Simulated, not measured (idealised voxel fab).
Herein follows the process module entitled voxel wiring stack.
We display cut, a cross-section 260 nm in width whose square cells are each 5 nm.
Cross-section, as written here: a square-cell grid given band by band from the top down, where a band holds one or more rows of cells.
Band: top and bottom heights (nm) first, top before bottom; then materials from left to right, widths in nm. "everywhere" marks a sole material filling the band edge to edge. "air" denotes empty space.
We count height from 0. Below that, the starting wafer is all one material. The lowest band never ends at the bottom but goes on down; see "top 0, no bottom" for how that is written.
Width "30..40": first value at the band's top row of cells, second value at its bottom row, equal change from row to row.
The cross-section has no changed cell in any step marked "remains unaltered".
"Completely sealed voids" enumerates empty spaces isolated from the top, with no open way to it, that contain at least 8 cells, giving each as width x height at distance from the left edge, all three in nm.
Whatever follows a step's settings on its line is a remark the simulator itself makes about that step.
overlay nm: mask offset rightward from planned place, masked step; negative means leftward offset.
Quick note on how to read the rest: it's all pairs. You get the cross-section before a process step and the one after, but the after one only goes down as far as the lowest band that changed. The step in between, with its settings, sits under the pair. Heads up, the pairs can come from different runs of this module on the same starting wafer, so don't assume a pair picks up from the one above unless its "Pre-step profile" entry says it does.

# Pre-step profile
top 85, bottom 55: lowk (55), air (15), lowk (25), air (15), lowk (25), air (15), lowk (25), air (15), lowk (70)
top 55, bottom 50: SiCN everywhere
top 50, bottom 45: Ru (60), SiCN (15), Ru (25), SiCN (15), Ru (25), SiCN (15), Ru (25), SiCN (15), Ru (65)
top 45, bottom 20: Ru (50), TiN (5), lowk (25), TiN (5), Ru (5), TiN (5), lowk (25), TiN (5), Ru (5), TiN (5), lowk (25), TiN (5), Ru (5), TiN (5), lowk (25), TiN (5), Ru (55)
top 20, bottom 15: TiN (55), SiN (25), TiN (15), SiN (25), TiN (15), SiN (25), TiN (15), SiN (25), TiN (60)
top 15, bottom 0: SiO2 everywhere
top 0, no bottom: Si everywhere
Completely sealed voids: none

# State After Step
top 100, bottom 85: resist (55), air (25), resist (15), air (25), resist (15), air (25), resist (15), air (25), resist (60)
Nothing below the height 85 has changed.
Completely sealed voids: none
The step occurring between the two cross-sections depicted above is identified as PATTERN, tone open, mask id METAL_2, material resist, width nm 25, pitch nm 40, thk nm 15, overlay nm 0

Pre-step profile: starting point is the after cross-section of the pair just above.

# State After Step
top 100, bottom 85: resist (55), air (25), resist (15), air (25), resist (15), air (25), resist (15), air (25), resist (60)
top 85, bottom 70: lowk (55), air (25), lowk (15), air (25), lowk (15), air (25), lowk (15), air (25), lowk (60)
Nothing below the height 70 has changed.
Completely sealed voids: none
The step occurring between the two cross-sections depicted above is identified as DIRECTIONAL_ETCH, etch materials lowk, depth nm 15

Pre-step profile: starting point is the after cross-section of the pair just above.

# State After Step
top 100, bottom 85: resist (55), air (25), resist (15), air (25), resist (15), air (25), resist (15), air (25), resist (60)
top 85, bottom 70: lowk (55), air (25), lowk (15), air (25), lowk (15), air (25), lowk (15), air (25), lowk (60)
top 70, bottom 55: lowk (55), air (15), lowk (25), air (15), lowk (25), air (15), lowk (25), air (15), lowk (70)
top 55, bottom 50: SiCN (55), air (15), SiCN (25), air (15), SiCN (25), air (15), SiCN (25), air (15), SiCN (70)
Nothing below the height 50 has changed.
Completely sealed voids: none
The step occurring between the two cross-sections depicted above is identified as DIRECTIONAL_ETCH, etch materials SiCN, depth nm 5

Pre-step profile: starting point is the after cross-section of the pair just above.

# State After Step
top 85, bottom 70: lowk (55), air (25), lowk (15), air (25), lowk (15), air (25), lowk (15), air (25), lowk (60)
Nothing below the height 70 has changed.
Completely sealed voids: none
The step occurring between the two cross-sections depicted above is identified as STRIP, etch materials resist

Pre-step profile: starting point is the after cross-section of the pair just above.

# State After Step
top 90, bottom 85: TiN (60), air (15), TiN (25), air (15), TiN (25), air (15), TiN (25), air (15), TiN (65)
top 85, bottom 75: lowk (55), TiN (5), air (15), TiN (5), lowk (15), TiN (5), air (15), TiN (5), lowk (15), TiN (5), air (15), TiN (5), lowk (15), TiN (5), air (15), TiN (5), lowk (60)
top 75, bottom 70: lowk (55), TiN (5), air (5), TiN (15), lowk (15), TiN (5), air (5), TiN (15), lowk (15), TiN (5), air (5), TiN (15), lowk (15), TiN (5), air (5), TiN (15), lowk (60)
top 70, bottom 55: lowk (55), TiN (5), air (5), TiN (5), lowk (25), TiN (5), air (5), TiN (5), lowk (25), TiN (5), air (5), TiN (5), lowk (25), TiN (5), air (5), TiN (5), lowk (70)
top 55, bottom 50: SiCN (55), TiN (15), SiCN (25), TiN (15), SiCN (25), TiN (15), SiCN (25), TiN (15), SiCN (70)
Nothing below the height 50 has changed.
Completely sealed voids: none
The step occurring between the two cross-sections depicted above is identified as CONFORMAL_DEP, material TiN, thk nm 5

Pre-step profile: starting point is the after cross-section of the pair just above.

# State After Step
top 95, bottom 90: Cu everywhere
top 90, bottom 85: TiN (60), Cu (15), TiN (25), Cu (15), TiN (25), Cu (15), TiN (25), Cu (15), TiN (65)
top 85, bottom 75: lowk (55), TiN (5), Cu (15), TiN (5), lowk (15), TiN (5), Cu (15), TiN (5), lowk (15), TiN (5), Cu (15), TiN (5), lowk (15), TiN (5), Cu (15), TiN (5), lowk (60)
top 75, bottom 70: lowk (55), TiN (5), Cu (5), TiN (15), lowk (15), TiN (5), Cu (5), TiN (15), lowk (15), TiN (5), Cu (5), TiN (15), lowk (15), TiN (5), Cu (5), TiN (15), lowk (60)
top 70, bottom 55: lowk (55), TiN (5), Cu (5), TiN (5), lowk (25), TiN (5), Cu (5), TiN (5), lowk (25), TiN (5), Cu (5), TiN (5), lowk (25), TiN (5), Cu (5), TiN (5), lowk (70)
Nothing below the height 55 has changed.
Completely sealed voids: none
The step occurring between the two cross-sections depicted above is identified as FILL_DEP, material Cu, thk nm 5

Pre-step profile: starting point is the after cross-section of the pair just above.

# State After Step
top 85, bottom 75: lowk (55), TiN (5), Cu (15), TiN (5), lowk (15), TiN (5), Cu (15), TiN (5), lowk (15), TiN (5), Cu (15), TiN (5), lowk (15), TiN (5), Cu (15), TiN (5), lowk (60)
Nothing below the height 75 has changed.
Completely sealed voids: none
The step occurring between the two cross-sections depicted above is identified as CMP, height nm 85

Pre-step profile: starting point is the after cross-section of the pair just above.

# State After Step
top 90, bottom 85: SiN everywhere
Nothing below the height 85 has changed.
Completely sealed voids: none
The step occurring between the two cross-sections depicted above is identified as CONFORMAL_DEP, material SiN, thk nm 5
